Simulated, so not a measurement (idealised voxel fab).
process module | voxel wiring stack
cross-section cut | 240 nm wide | cells 5 nm
A cross-section is a grid of square cells, given in bands from the top down. A band is one or more rows of cells.
Each band's line starts with the height of the band's top and of its bottom, in nm. Then come its materials from left to right, each with its width in nm. One material with "throughout" fills the band from edge to edge. "air" is empty space.
Height 0 is the level under which the wafer as received is all one material. The lowest band goes on downwards, as in "0 down".
A width such as "30 to 40" changes by the same amount from each row of cells to the next, from the band's top row to its bottom row.
"no change" after a step means that no cell of the cross-section changed.
closed voids: empty space of 8 cells or more with no open way to the top, each as width x height at its distance from the left edge, in nm
after a step's settings: what the simulator itself notes on the step
overlay nm, on a step with a mask: how far to the right of its planned place the mask lay; to the left if negative
Each pair below shows a cross-section before one step and the cross-section after it, down to the lowest band that changed. The line under each pair gives the step between them, with its settings. The pairs can come from different runs of this module on the same starting wafer, so a pair continues from the pair above only where its "before" says so.
before
  0 down: Si throughout
  closed voids: none
after
  10 to 0: SiO2 throughout
  below 0: unchanged
  closed voids: none
the step between: op CONFORMAL_DEP | material SiO2 | thk nm 10
before: the cross-section after the pair above
after
  15 to 10: TiN throughout
  below 10: unchanged
  closed voids: none
the step between: op DIRECTIONAL_DEP | material TiN | thk nm 5
before: the cross-section after the pair above
after
  30 to 15: Ru throughout
  below 15: unchanged
  closed voids: none
the step between: op DIRECTIONAL_DEP | material Ru | thk nm 15
before: the cross-section after the pair above
after
  40 to 30: aC throughout
  below 30: unchanged
  closed voids: none
the step between: op DIRECTIONAL_DEP | material aC | thk nm 10
before: the cross-section after the pair above
after
  70 to 40: air 60 | resist 20 | air 30 | resist 20 | air 30 | resist 20 | air 60
  below 40: unchanged
  closed voids: none
the step between: op PATTERN | tone cover | mask id METAL_1 | material resist | width nm 20 | pitch nm 50 | thk nm 30 | overlay nm 0
before: the cross-section after the pair above
after
  60 to 40: air 60 | resist 20 | air 30 | resist 20 | air 30 | resist 20 | air 60
  40 to 30: air 60 | aC 20 | air 30 | aC 20 | air 30 | aC 20 | air 60
  below 30: unchanged
  closed voids: none
the step between: op DIRECTIONAL_ETCH | etch materials aC | depth nm 10
before: the cross-section after the pair above
after
  40 to 30: air 60 | aC 20 | air 30 | aC 20 | air 30 | aC 20 | air 60
  below 30: unchanged
  closed voids: none
the step between: op STRIP | etch materials resist
before: the cross-section after the pair above
after
  40 to 30: air 60 | aC 20 | air 30 | aC 20 | air 30 | aC 20 | air 60
  30 to 15: air 60 | Ru 20 | air 30 | Ru 20 | air 30 | Ru 20 | air 60
  below 15: unchanged
  closed voids: none
the step between: op DIRECTIONAL_ETCH | etch materials Ru | depth nm 15
before: the cross-section after the pair above
after
  40 to 30: air 60 | aC 20 | air 30 | aC 20 | air 30 | aC 20 | air 60
  30 to 15: air 60 | Ru 20 | air 30 | Ru 20 | air 30 | Ru 20 | air 60
  15 to 10: air 60 | TiN 20 | air 30 | TiN 20 | air 30 | TiN 20 | air 60
  below 10: unchanged
  closed voids: none
the step between: op DIRECTIONAL_ETCH | etch materials TiN | depth nm 5
before: the cross-section after the pair above
after
  30 to 15: air 60 | Ru 20 | air 30 | Ru 20 | air 30 | Ru 20 | air 60
  below 15: unchanged
  closed voids: none
the step between: op STRIP | etch materials aC
before: the cross-section after the pair above
after
  35 to 30: air 55 | SiN 30 | air 20 | SiN 30 | air 20 | SiN 30 | air 55
  30 to 15: air 55 | SiN 5 | Ru 20 | SiN 5 | air 20 | SiN 5 | Ru 20 | SiN 5 | air 20 | SiN 5 | Ru 20 | SiN 5 | air 55
  15 to 10: SiN 60 | TiN 20 | SiN 30 | TiN 20 | SiN 30 | TiN 20 | SiN 60
  below 10: unchanged
  closed voids: none
the step between: op CONFORMAL_DEP | material SiN | thk nm 5
before: the cross-section after the pair above
after
  45 to 35: SiO2 throughout
  35 to 30: SiO2 55 | SiN 30 | SiO2 20 | SiN 30 | SiO2 20 | SiN 30 | SiO2 55
  30 to 15: SiO2 55 | SiN 5 | Ru 20 | SiN 5 | SiO2 20 | SiN 5 | Ru 20 | SiN 5 | SiO2 20 | SiN 5 | Ru 20 | SiN 5 | SiO2 55
  below 15: unchanged
  closed voids: none
the step between: op FILL_DEP | material SiO2 | thk nm 10
before: the cross-section after the pair above
after
  30 to 15: SiO2 55 | SiN 5 | Ru 20 | SiN 5 | SiO2 20 | SiN 5 | Ru 20 | SiN 5 | SiO2 20 | SiN 5 | Ru 20 | SiN 5 | SiO2 55
  below 15: unchanged
  closed voids: none
the step between: op CMP | height nm 30
before: the cross-section after the pair above
after
  35 to 30: SiCN throughout
  below 30: unchanged
  closed voids: none
the step between: op CONFORMAL_DEP | material SiCN | thk nm 5
before: the cross-section after the pair above
after
  45 to 35: lowk throughout
  below 35: unchanged
  closed voids: none
the step between: op DIRECTIONAL_DEP | material lowk | thk nm 10
before: the cross-section after the pair above
after
  60 to 45: resist 60 | air 15 | resist 35 | air 15 | resist 35 | air 15 | resist 65
  below 45: unchanged
  closed voids: none
the step between: op PATTERN | tone open | mask id PLUG_1 | material resist | width nm 15 | pitch nm 50 | thk nm 15 | overlay nm 0
before: the cross-section after the pair above
after
  60 to 45: resist 60 | air 15 | resist 35 | air 15 | resist 35 | air 15 | resist 65
  45 to 35: lowk 60 | air 15 | lowk 35 | air 15 | lowk 35 | air 15 | lowk 65
  below 35: unchanged
  closed voids: none
the step between: op DIRECTIONAL_ETCH | etch materials lowk | depth nm 10
before: the cross-section after the pair above
after
  60 to 45: resist 60 | air 15 | resist 35 | air 15 | resist 35 | air 15 | resist 65
  45 to 35: lowk 60 | air 15 | lowk 35 | air 15 | lowk 35 | air 15 | lowk 65
  35 to 30: SiCN 60 | air 15 | SiCN 35 | air 15 | SiCN 35 | air 15 | SiCN 65
  below 30: unchanged
  closed voids: none
the step between: op DIRECTIONAL_ETCH | etch materials SiCN | depth nm 5
before: the cross-section after the pair above
after
  45 to 35: lowk 60 | air 15 | lowk 35 | air 15 | lowk 35 | air 15 | lowk 65
  below 35: unchanged
  closed voids: none
the step between: op STRIP | etch materials resist
before: the cross-section after the pair above
after
  45 to 40: lowk 60 | air 15 | lowk 35 | air 15 | lowk 35 | air 15 | lowk 65
  40 to 35: lowk 60 | Ru 15 | lowk 35 | Ru 15 | lowk 35 | Ru 15 | lowk 65
  35 to 30: SiCN 60 | Ru 15 | SiCN 35 | Ru 15 | SiCN 35 | Ru 15 | SiCN 65
  below 30: unchanged
  closed voids: none
the step between: op EPI | material Ru | thk nm 10
before: the cross-section after the pair above
after
  45 to 35: lowk 60 | Ru 15 | lowk 35 | Ru 15 | lowk 35 | Ru 15 | lowk 65
  below 35: unchanged
  closed voids: none
the step between: op EPI | material Ru | thk nm 5
before: the cross-section after the pair above
after
  50 to 45: SiN throughout
  below 45: unchanged
  closed voids: none
the step between: op CONFORMAL_DEP | material SiN | thk nm 5
before: the cross-section after the pair above
after
  70 to 50: SiO2 throughout
  below 50: unchanged
  closed voids: none
the step between: op DIRECTIONAL_DEP | material SiO2 | thk nm 20
before: the cross-section after the pair above
after
  85 to 70: resist 60 | air 20 | resist 30 | air 20 | resist 30 | air 20 | resist 60
  below 70: unchanged
  closed voids: none
the step between: op PATTERN | tone open | mask id METAL_2 | material resist | width nm 20 | pitch nm 50 | thk nm 15 | overlay nm 0
before: the cross-section after the pair above
after
  85 to 70: resist 60 | air 20 | resist 30 | air 20 | resist 30 | air 20 | resist 60
  70 to 50: SiO2 60 | air 20 | SiO2 30 | air 20 | SiO2 30 | air 20 | SiO2 60
  below 50: unchanged
  closed voids: none
the step between: op DIRECTIONAL_ETCH | etch materials SiO2 | depth nm 20
before: the cross-section after the pair above
after
  85 to 70: resist 60 | air 20 | resist 30 | air 20 | resist 30 | air 20 | resist 60
  70 to 50: SiO2 60 | air 20 | SiO2 30 | air 20 | SiO2 30 | air 20 | SiO2 60
  50 to 45: SiN 60 | air 20 | SiN 30 | air 20 | SiN 30 | air 20 | SiN 60
  below 45: unchanged
  closed voids: none
the step between: op DIRECTIONAL_ETCH | etch materials SiN | depth nm 5
before: the cross-section after the pair above
after
  70 to 50: SiO2 60 | air 20 | SiO2 30 | air 20 | SiO2 30 | air 20 | SiO2 60
  below 50: unchanged
  closed voids: none
the step between: op STRIP | etch materials resist
before: the cross-section after the pair above
after
  75 to 70: TiN 65 | air 10 | TiN 40 | air 10 | TiN 40 | air 10 | TiN 65
  70 to 50: SiO2 60 | TiN 5 | air 10 | TiN 5 | SiO2 30 | TiN 5 | air 10 | TiN 5 | SiO2 30 | TiN 5 | air 10 | TiN 5 | SiO2 60
  50 to 45: SiN 60 | TiN 20 | SiN 30 | TiN 20 | SiN 30 | TiN 20 | SiN 60
  below 45: unchanged
  closed voids: none
the step between: op CONFORMAL_DEP | material TiN | thk nm 5
before: the cross-section after the pair above
after
  80 to 75: Cu throughout
  75 to 70: TiN 65 | Cu 10 | TiN 40 | Cu 10 | TiN 40 | Cu 10 | TiN 65
  70 to 50: SiO2 60 | TiN 5 | Cu 10 | TiN 5 | SiO2 30 | TiN 5 | Cu 10 | TiN 5 | SiO2 30 | TiN 5 | Cu 10 | TiN 5 | SiO2 60
  below 50: unchanged
  closed voids: none
the step between: op FILL_DEP | material Cu | thk nm 5
before: the cross-section after the pair above
after
  70 to 50: SiO2 60 | TiN 5 | Cu 10 | TiN 5 | SiO2 30 | TiN 5 | Cu 10 | TiN 5 | SiO2 30 | TiN 5 | Cu 10 | TiN 5 | SiO2 60
  below 50: unchanged
  closed voids: none
the step between: op CMP | height nm 70
before: the cross-section after the pair above
after
  75 to 70: air 55 | Ru 30 | air 20 | Ru 30 | air 20 | Ru 30 | air 55
  below 70: unchanged
  closed voids: none
the step between: op EPI | material Ru | thk nm 5
before: the cross-section after the pair above
after
  80 to 75: SiCN throughout
  75 to 70: SiCN 55 | Ru 30 | SiCN 20 | Ru 30 | SiCN 20 | Ru 30 | SiCN 55
  below 70: unchanged
  closed voids: none
the step between: op FILL_DEP | material SiCN | thk nm 5
before: the cross-section after the pair above
after
  95 to 80: SiO2 throughout
  below 80: unchanged
  closed voids: none
the step between: op DIRECTIONAL_DEP | material SiO2 | thk nm 15
before: the cross-section after the pair above
after
  95 to 80: SiO2 60 | air 15 | SiO2 35 | air 15 | SiO2 35 | air 15 | SiO2 65
  below 80: unchanged
  closed voids: none
the step between: op MASKED_ETCH | tone open | mask id PLUG_2 | width nm 15 | pitch nm 50 | etch materials SiO2 | depth nm 15 | overlay nm 0
before: the cross-section after the pair above
after
  95 to 80: SiO2 60 | air 15 | SiO2 35 | air 15 | SiO2 35 | air 15 | SiO2 65
  80 to 75: SiCN 60 | air 15 | SiCN 35 | air 15 | SiCN 35 | air 15 | SiCN 65
  below 75: unchanged
  closed voids: none
the step between: op MASKED_ETCH | tone open | mask id PLUG_2 | width nm 15 | pitch nm 50 | etch materials SiCN | depth nm 5 | overlay nm 0
before: the cross-section after the pair above
after
  95 to 85: SiO2 60 | air 15 | SiO2 35 | air 15 | SiO2 35 | air 15 | SiO2 65
  85 to 80: SiO2 60 | Ru 15 | SiO2 35 | Ru 15 | SiO2 35 | Ru 15 | SiO2 65
  80 to 70: SiCN 60 to 55 | Ru 15 to 30 | SiCN 35 to 20 | Ru 15 to 30 | SiCN 35 to 20 | Ru 15 to 30 | SiCN 65 to 55
  below 70: unchanged
  closed voids: none
the step between: op EPI | material Ru | thk nm 10
before: the cross-section after the pair above
after
  95 to 80: SiO2 60 | Ru 15 | SiO2 35 | Ru 15 | SiO2 35 | Ru 15 | SiO2 65
  below 80: unchanged
  closed voids: none
the step between: op EPI | material Ru | thk nm 10
before: the cross-section after the pair above
after
  100 to 95: TiN throughout
  below 95: unchanged
  closed voids: none
the step between: op DIRECTIONAL_DEP | material TiN | thk nm 5
before: the cross-section after the pair above
after
  125 to 100: Ru throughout
  below 100: unchanged
  closed voids: none
the step between: op DIRECTIONAL_DEP | material Ru | thk nm 25
before: the cross-section after the pair above
after
  125 to 100: air 60 | Ru 20 | air 30 | Ru 20 | air 30 | Ru 20 | air 60
  below 100: unchanged
  closed voids: none
the step between: op MASKED_ETCH | tone cover | mask id METAL_3 | width nm 20 | pitch nm 50 | etch materials Ru | depth nm 25 | overlay nm 0
before: the cross-section after the pair above
after
  125 to 100: air 60 | Ru 20 | air 30 | Ru 20 | air 30 | Ru 20 | air 60
  100 to 95: air 60 | TiN 20 | air 30 | TiN 20 | air 30 | TiN 20 | air 60
  below 95: unchanged
  closed voids: none
the step between: op MASKED_ETCH | tone cover | mask id METAL_3 | width nm 20 | pitch nm 50 | etch materials TiN | depth nm 5 | overlay nm 0
before: the cross-section after the pair above
after
  130 to 125: lowk throughout
  125 to 100: lowk 60 | Ru 20 | lowk 30 | Ru 20 | lowk 30 | Ru 20 | lowk 60
  100 to 95: lowk 60 | TiN 20 | lowk 30 | TiN 20 | lowk 30 | TiN 20 | lowk 60
  below 95: unchanged
  closed voids: none
the step between: op FILL_DEP | material lowk | thk nm 5
before: the cross-section after the pair above
after
  125 to 100: lowk 60 | Ru 20 | lowk 30 | Ru 20 | lowk 30 | Ru 20 | lowk 60
  below 100: unchanged
  closed voids: none
the step between: op CMP | height nm 125
before: the cross-section after the pair above
after
  130 to 125: SiN throughout
  below 125: unchanged
  closed voids: none
the step between: op CONFORMAL_DEP | material SiN | thk nm 5
before
  75 to 70: air 55 | Ru 30 | air 20 | Ru 30 | air 20 | Ru 30 | air 55
  70 to 50: SiO2 60 | TiN 5 | Cu 10 | TiN 5 | SiO2 30 | TiN 5 | Cu 10 | TiN 5 | SiO2 30 | TiN 5 | Cu 10 | TiN 5 | SiO2 60
  50 to 45: SiN 60 | TiN 20 | SiN 30 | TiN 20 | SiN 30 | TiN 20 | SiN 60
  45 to 35: lowk 60 | Ru 15 | lowk 35 | Ru 15 | lowk 35 | Ru 15 | lowk 65
  35 to 30: SiCN 60 | Ru 15 | SiCN 35 | Ru 15 | SiCN 35 | Ru 15 | SiCN 65
  30 to 15: SiO2 55 | SiN 5 | Ru 20 | SiN 5 | SiO2 20 | SiN 5 | Ru 20 | SiN 5 | SiO2 20 | SiN 5 | Ru 20 | SiN 5 | SiO2 55
  15 to 10: SiN 60 | TiN 20 | SiN 30 | TiN 20 | SiN 30 | TiN 20 | SiN 60
  10 to 0: SiO2 throughout
  0 down: Si throughout
  closed voids: none
after
  90 to 85: air 55 | SiO2 30 | air 20 | SiO2 30 | air 20 | SiO2 30 | air 55
  85 to 75: SiO2 throughout
  75 to 70: SiO2 55 | Ru 30 | SiO2 20 | Ru 30 | SiO2 20 | Ru 30 | SiO2 55
  below 70: unchanged
  closed voids: none
the step between: op DIRECTIONAL_DEP | material SiO2 | thk nm 15
before: the cross-section after the pair above
after
  90 to 85: air 55 | SiO2 5 | air 15 | SiO2 10 | air 20 | SiO2 5 | air 15 | SiO2 10 | air 20 | SiO2 5 | air 15 | SiO2 10 | air 55
  85 to 75: SiO2 60 | air 15 | SiO2 35 | air 15 | SiO2 35 | air 15 | SiO2 65
  below 75: unchanged
  closed voids: none
the step between: op MASKED_ETCH | tone open | mask id PLUG_2 | width nm 15 | pitch nm 50 | etch materials SiO2 | depth nm 15 | overlay nm 0
before: the cross-section after the pair above
after
  90 to 85: air 55 | SiO2 5 | air 15 | SiO2 10 | air 20 | SiO2 5 | air 15 | SiO2 10 | air 20 | SiO2 5 | air 15 | SiO2 10 | air 55
  85 to 75: SiO2 60 | Ru 15 | SiO2 35 | Ru 15 | SiO2 35 | Ru 15 | SiO2 65
  below 75: unchanged
  closed voids: none
the step between: op EPI | material Ru | thk nm 10
before: the cross-section after the pair above
after
  95 to 90: air 55 | Ru 25 | air 25 | Ru 25 | air 25 | Ru 25 | air 60
  90 to 85: air 55 | SiO2 5 | Ru 15 | SiO2 10 | air 20 | SiO2 5 | Ru 15 | SiO2 10 | air 20 | SiO2 5 | Ru 15 | SiO2 10 | air 55
  below 85: unchanged
  closed voids: none
the step between: op EPI | material Ru | thk nm 10
before: the cross-section after the pair above
after
  100 to 95: air 55 | TiN 25 | air 25 | TiN 25 | air 25 | TiN 25 | air 60
  95 to 90: air 55 | Ru 25 | TiN 5 | air 20 | Ru 25 | TiN 5 | air 20 | Ru 25 | TiN 5 | air 55
  90 to 85: TiN 55 | SiO2 5 | Ru 15 | SiO2 10 | TiN 20 | SiO2 5 | Ru 15 | SiO2 10 | TiN 20 | SiO2 5 | Ru 15 | SiO2 10 | TiN 55
  below 85: unchanged
  closed voids: none
the step between: op DIRECTIONAL_DEP | material TiN | thk nm 5
before: the cross-section after the pair above
after
  125 to 115: air 55 | Ru 25 to 30 | air 25 to 20 | Ru 25 to 30 | air 25 to 20 | Ru 25 to 30 | air 60 to 55
  115 to 100: Ru throughout
  100 to 90: Ru 55 to 80 | TiN 25 to 5 | Ru 25 to 45 | TiN 25 to 5 | Ru 25 to 45 | TiN 25 to 5 | Ru 60 to 55
  below 90: unchanged
  closed voids: none
the step between: op DIRECTIONAL_DEP | material Ru | thk nm 25
before: the cross-section after the pair above
after
  125 to 100: air 60 | Ru 20 | air 30 | Ru 20 | air 30 | Ru 20 | air 60
  100 to 95: air 55 | TiN 25 | air 25 | TiN 25 | air 25 | TiN 25 | air 60
  95 to 90: air 55 | Ru 25 | TiN 5 | air 20 | Ru 25 | TiN 5 | air 20 | Ru 25 | TiN 5 | air 55
  below 90: unchanged
  closed voids: none
the step between: op MASKED_ETCH | tone cover | mask id METAL_3 | width nm 20 | pitch nm 50 | etch materials Ru | depth nm 25 | overlay nm 0
before: the cross-section after the pair above
after
  125 to 100: air 60 | Ru 20 | air 30 | Ru 20 | air 30 | Ru 20 | air 60
  100 to 95: air 60 | TiN 20 | air 30 | TiN 20 | air 30 | TiN 20 | air 60
  95 to 90: air 55 | Ru 25 | air 25 | Ru 25 | air 25 | Ru 25 | air 60
  90 to 85: air 55 | SiO2 5 | Ru 15 | SiO2 10 | air 20 | SiO2 5 | Ru 15 | SiO2 10 | air 20 | SiO2 5 | Ru 15 | SiO2 10 | air 55
  below 85: unchanged
  closed voids: none
the step between: op MASKED_ETCH | tone cover | mask id METAL_3 | width nm 20 | pitch nm 50 | etch materials TiN | depth nm 5 | overlay nm 0
before: the cross-section after the pair above
after
  130 to 125: lowk throughout
  125 to 100: lowk 60 | Ru 20 | lowk 30 | Ru 20 | lowk 30 | Ru 20 | lowk 60
  100 to 95: lowk 60 | TiN 20 | lowk 30 | TiN 20 | lowk 30 | TiN 20 | lowk 60
  95 to 90: lowk 55 | Ru 25 | lowk 25 | Ru 25 | lowk 25 | Ru 25 | lowk 60
  90 to 85: lowk 55 | SiO2 5 | Ru 15 | SiO2 10 | lowk 20 | SiO2 5 | Ru 15 | SiO2 10 | lowk 20 | SiO2 5 | Ru 15 | SiO2 10 | lowk 55
  below 85: unchanged
  closed voids: none
the step between: op FILL_DEP | material lowk | thk nm 5
before: the cross-section after the pair above
after
  125 to 100: lowk 60 | Ru 20 | lowk 30 | Ru 20 | lowk 30 | Ru 20 | lowk 60
  below 100: unchanged
  closed voids: none
the step between: op CMP | height nm 125
before: the cross-section after the pair above
after
  130 to 125: SiN throughout
  below 125: unchanged
  closed voids: none
the step between: op CONFORMAL_DEP | material SiN | thk nm 5
before
  95 to 80: SiO2 throughout
  80 to 75: SiCN throughout
  75 to 70: SiCN 55 | Ru 30 | SiCN 20 | Ru 30 | SiCN 20 | Ru 30 | SiCN 55
  70 to 50: SiO2 60 | TiN 5 | Cu 10 | TiN 5 | SiO2 30 | TiN 5 | Cu 10 | TiN 5 | SiO2 30 | TiN 5 | Cu 10 | TiN 5 | SiO2 60
  50 to 45: SiN 60 | TiN 20 | SiN 30 | TiN 20 | SiN 30 | TiN 20 | SiN 60
  45 to 35: lowk 60 | Ru 15 | lowk 35 | Ru 15 | lowk 35 | Ru 15 | lowk 65
  35 to 30: SiCN 60 | Ru 15 | SiCN 35 | Ru 15 | SiCN 35 | Ru 15 | SiCN 65
  30 to 15: SiO2 55 | SiN 5 | Ru 20 | SiN 5 | SiO2 20 | SiN 5 | Ru 20 | SiN 5 | SiO2 20 | SiN 5 | Ru 20 | SiN 5 | SiO2 55
  15 to 10: SiN 60 | TiN 20 | SiN 30 | TiN 20 | SiN 30 | TiN 20 | SiN 60
  10 to 0: SiO2 throughout
  0 down: Si throughout
  closed voids: none
after
  110 to 80: SiO2 throughout
  below 80: unchanged
  closed voids: none
the step between: op DIRECTIONAL_DEP | material SiO2 | thk nm 15
before: the cross-section after the pair above
after
  110 to 95: SiO2 60 | air 15 | SiO2 35 | air 15 | SiO2 35 | air 15 | SiO2 65
  below 95: unchanged
  closed voids: none
the step between: op MASKED_ETCH | tone open | mask id PLUG_2 | width nm 15 | pitch nm 50 | etch materials SiO2 | depth nm 15 | overlay nm 0
before: the cross-section after the pair above
after
  115 to 110: TiN 60 | air 15 | TiN 35 | air 15 | TiN 35 | air 15 | TiN 65
  110 to 100: SiO2 60 | air 15 | SiO2 35 | air 15 | SiO2 35 | air 15 | SiO2 65
  100 to 95: SiO2 60 | TiN 15 | SiO2 35 | TiN 15 | SiO2 35 | TiN 15 | SiO2 65
  below 95: unchanged
  closed voids: none
the step between: op DIRECTIONAL_DEP | material TiN | thk nm 5
before: the cross-section after the pair above
after
  140 to 125: Ru 60 | air 15 | Ru 35 | air 15 | Ru 35 | air 15 | Ru 65
  125 to 115: Ru throughout
  115 to 110: TiN 60 | Ru 15 | TiN 35 | Ru 15 | TiN 35 | Ru 15 | TiN 65
  110 to 100: SiO2 60 | Ru 15 | SiO2 35 | Ru 15 | SiO2 35 | Ru 15 | SiO2 65
  below 100: unchanged
  closed voids: none
the step between: op DIRECTIONAL_DEP | material Ru | thk nm 25
before: the cross-section after the pair above
after
  140 to 125: air 75 | Ru 5 | air 45 | Ru 5 | air 45 | Ru 5 | air 60
  125 to 115: air 60 | Ru 20 | air 30 | Ru 20 | air 30 | Ru 20 | air 60
  below 115: unchanged
  closed voids: none
the step between: op MASKED_ETCH | tone cover | mask id METAL_3 | width nm 20 | pitch nm 50 | etch materials Ru | depth nm 25 | overlay nm 0
before: the cross-section after the pair above
after
  140 to 125: air 75 | Ru 5 | air 45 | Ru 5 | air 45 | Ru 5 | air 60
  125 to 115: air 60 | Ru 20 | air 30 | Ru 20 | air 30 | Ru 20 | air 60
  115 to 110: air 60 | Ru 15 | TiN 5 | air 30 | Ru 15 | TiN 5 | air 30 | Ru 15 | TiN 5 | air 60
  below 110: unchanged
  closed voids: none
the step between: op MASKED_ETCH | tone cover | mask id METAL_3 | width nm 20 | pitch nm 50 | etch materials TiN | depth nm 5 | overlay nm 0
before: the cross-section after the pair above
after
  145 to 140: lowk throughout
  140 to 125: lowk 75 | Ru 5 | lowk 45 | Ru 5 | lowk 45 | Ru 5 | lowk 60
  125 to 115: lowk 60 | Ru 20 | lowk 30 | Ru 20 | lowk 30 | Ru 20 | lowk 60
  115 to 110: lowk 60 | Ru 15 | TiN 5 | lowk 30 | Ru 15 | TiN 5 | lowk 30 | Ru 15 | TiN 5 | lowk 60
  below 110: unchanged
  closed voids: none
the step between: op FILL_DEP | material lowk | thk nm 5
before: the cross-section after the pair above
after
  125 to 115: lowk 60 | Ru 20 | lowk 30 | Ru 20 | lowk 30 | Ru 20 | lowk 60
  below 115: unchanged
  closed voids: none
the step between: op CMP | height nm 125
before: the cross-section after the pair above
after
  130 to 125: SiN throughout
  below 125: unchanged
  closed voids: none
the step between: op CONFORMAL_DEP | material SiN | thk nm 5
before
  90 to 85: air 55 | SiO2 30 | air 20 | SiO2 30 | air 20 | SiO2 30 | air 55
  85 to 75: SiO2 throughout
  75 to 70: SiO2 55 | Ru 30 | SiO2 20 | Ru 30 | SiO2 20 | Ru 30 | SiO2 55
  70 to 50: SiO2 60 | TiN 5 | Cu 10 | TiN 5 | SiO2 30 | TiN 5 | Cu 10 | TiN 5 | SiO2 30 | TiN 5 | Cu 10 | TiN 5 | SiO2 60
  50 to 45: SiN 60 | TiN 20 | SiN 30 | TiN 20 | SiN 30 | TiN 20 | SiN 60
  45 to 35: lowk 60 | Ru 15 | lowk 35 | Ru 15 | lowk 35 | Ru 15 | lowk 65
  35 to 30: SiCN 60 | Ru 15 | SiCN 35 | Ru 15 | SiCN 35 | Ru 15 | SiCN 65
  30 to 15: SiO2 55 | SiN 5 | Ru 20 | SiN 5 | SiO2 20 | SiN 5 | Ru 20 | SiN 5 | SiO2 20 | SiN 5 | Ru 20 | SiN 5 | SiO2 55
  15 to 10: SiN 60 | TiN 20 | SiN 30 | TiN 20 | SiN 30 | TiN 20 | SiN 60
  10 to 0: SiO2 throughout
  0 down: Si throughout
  closed voids: none
after
  95 to 90: SiCN throughout
  90 to 85: SiCN 55 | SiO2 30 | SiCN 20 | SiO2 30 | SiCN 20 | SiO2 30 | SiCN 55
  below 85: unchanged
  closed voids: none
the step between: op FILL_DEP | material SiCN | thk nm 5
before: the cross-section after the pair above
after
  95 to 90: SiCN 60 | air 15 | SiCN 35 | air 15 | SiCN 35 | air 15 | SiCN 65
  below 90: unchanged
  closed voids: none
the step between: op MASKED_ETCH | tone open | mask id PLUG_2 | width nm 15 | pitch nm 50 | etch materials SiCN | depth nm 5 | overlay nm 0
before: the cross-section after the pair above
after
  100 to 95: TiN 60 | air 15 | TiN 35 | air 15 | TiN 35 | air 15 | TiN 65
  95 to 90: SiCN 60 | TiN 15 | SiCN 35 | TiN 15 | SiCN 35 | TiN 15 | SiCN 65
  below 90: unchanged
  closed voids: none
the step between: op DIRECTIONAL_DEP | material TiN | thk nm 5
before: the cross-section after the pair above
after
  125 to 120: Ru 60 | air 15 | Ru 35 | air 15 | Ru 35 | air 15 | Ru 65
  120 to 100: Ru throughout
  100 to 95: TiN 60 | Ru 15 | TiN 35 | Ru 15 | TiN 35 | Ru 15 | TiN 65
  below 95: unchanged
  closed voids: none
the step between: op DIRECTIONAL_DEP | material Ru | thk nm 25
before: the cross-section after the pair above
after
  125 to 120: air 75 | Ru 5 | air 45 | Ru 5 | air 45 | Ru 5 | air 60
  120 to 100: air 60 | Ru 20 | air 30 | Ru 20 | air 30 | Ru 20 | air 60
  below 100: unchanged
  closed voids: none
the step between: op MASKED_ETCH | tone cover | mask id METAL_3 | width nm 20 | pitch nm 50 | etch materials Ru | depth nm 25 | overlay nm 0
before: the cross-section after the pair above
after
  125 to 120: air 75 | Ru 5 | air 45 | Ru 5 | air 45 | Ru 5 | air 60
  120 to 100: air 60 | Ru 20 | air 30 | Ru 20 | air 30 | Ru 20 | air 60
  100 to 95: air 60 | Ru 15 | TiN 5 | air 30 | Ru 15 | TiN 5 | air 30 | Ru 15 | TiN 5 | air 60
  below 95: unchanged
  closed voids: none
the step between: op MASKED_ETCH | tone cover | mask id METAL_3 | width nm 20 | pitch nm 50 | etch materials TiN | depth nm 5 | overlay nm 0
before: the cross-section after the pair above
after
  130 to 125: lowk throughout
  125 to 120: lowk 75 | Ru 5 | lowk 45 | Ru 5 | lowk 45 | Ru 5 | lowk 60
  120 to 100: lowk 60 | Ru 20 | lowk 30 | Ru 20 | lowk 30 | Ru 20 | lowk 60
  100 to 95: lowk 60 | Ru 15 | TiN 5 | lowk 30 | Ru 15 | TiN 5 | lowk 30 | Ru 15 | TiN 5 | lowk 60
  below 95: unchanged
  closed voids: none
the step between: op FILL_DEP | material lowk | thk nm 5
before: the cross-section after the pair above
after
  125 to 120: lowk 75 | Ru 5 | lowk 45 | Ru 5 | lowk 45 | Ru 5 | lowk 60
  below 120: unchanged
  closed voids: none
the step between: op CMP | height nm 125
before: the cross-section after the pair above
after
  130 to 125: SiN throughout
  below 125: unchanged
  closed voids: none
the step between: op CONFORMAL_DEP | material SiN | thk nm 5
before
  45 to 35: SiO2 throughout
  35 to 30: SiO2 55 | SiN 30 | SiO2 20 | SiN 30 | SiO2 20 | SiN 30 | SiO2 55
  30 to 15: SiO2 55 | SiN 5 | Ru 20 | SiN 5 | SiO2 20 | SiN 5 | Ru 20 | SiN 5 | SiO2 20 | SiN 5 | Ru 20 | SiN 5 | SiO2 55
  15 to 10: SiN 60 | TiN 20 | SiN 30 | TiN 20 | SiN 30 | TiN 20 | SiN 60
  10 to 0: SiO2 throughout
  0 down: Si throughout
  closed voids: none
after
  20 to 15: SiO2 55 | SiN 5 | Ru 20 | SiN 5 | SiO2 20 | SiN 5 | Ru 20 | SiN 5 | SiO2 20 | SiN 5 | Ru 20 | SiN 5 | SiO2 55
  below 15: unchanged
  closed voids: none
the step between: op CMP | height nm 20
before: the cross-section after the pair above
after
  25 to 20: SiCN throughout
  below 20: unchanged
  closed voids: none
the step between: op CONFORMAL_DEP | material SiCN | thk nm 5
before: the cross-section after the pair above
after
  35 to 25: lowk throughout
  below 25: unchanged
  closed voids: none
the step between: op DIRECTIONAL_DEP | material lowk | thk nm 10
before: the cross-section after the pair above
after
  50 to 35: resist 60 | air 15 | resist 35 | air 15 | resist 35 | air 15 | resist 65
  below 35: unchanged
  closed voids: none
the step between: op PATTERN | tone open | mask id PLUG_1 | material resist | width nm 15 | pitch nm 50 | thk nm 15 | overlay nm 0
before: the cross-section after the pair above
after
  50 to 35: resist 60 | air 15 | resist 35 | air 15 | resist 35 | air 15 | resist 65
  35 to 25: lowk 60 | air 15 | lowk 35 | air 15 | lowk 35 | air 15 | lowk 65
  below 25: unchanged
  closed voids: none
the step between: op DIRECTIONAL_ETCH | etch materials lowk | depth nm 10
before: the cross-section after the pair above
after
  50 to 35: resist 60 | air 15 | resist 35 | air 15 | resist 35 | air 15 | resist 65
  35 to 25: lowk 60 | air 15 | lowk 35 | air 15 | lowk 35 | air 15 | lowk 65
  25 to 20: SiCN 60 | air 15 | SiCN 35 | air 15 | SiCN 35 | air 15 | SiCN 65
  below 20: unchanged
  closed voids: none
the step between: op DIRECTIONAL_ETCH | etch materials SiCN | depth nm 5
before: the cross-section after the pair above
after
  35 to 25: lowk 60 | air 15 | lowk 35 | air 15 | lowk 35 | air 15 | lowk 65
  below 25: unchanged
  closed voids: none
the step between: op STRIP | etch materials resist
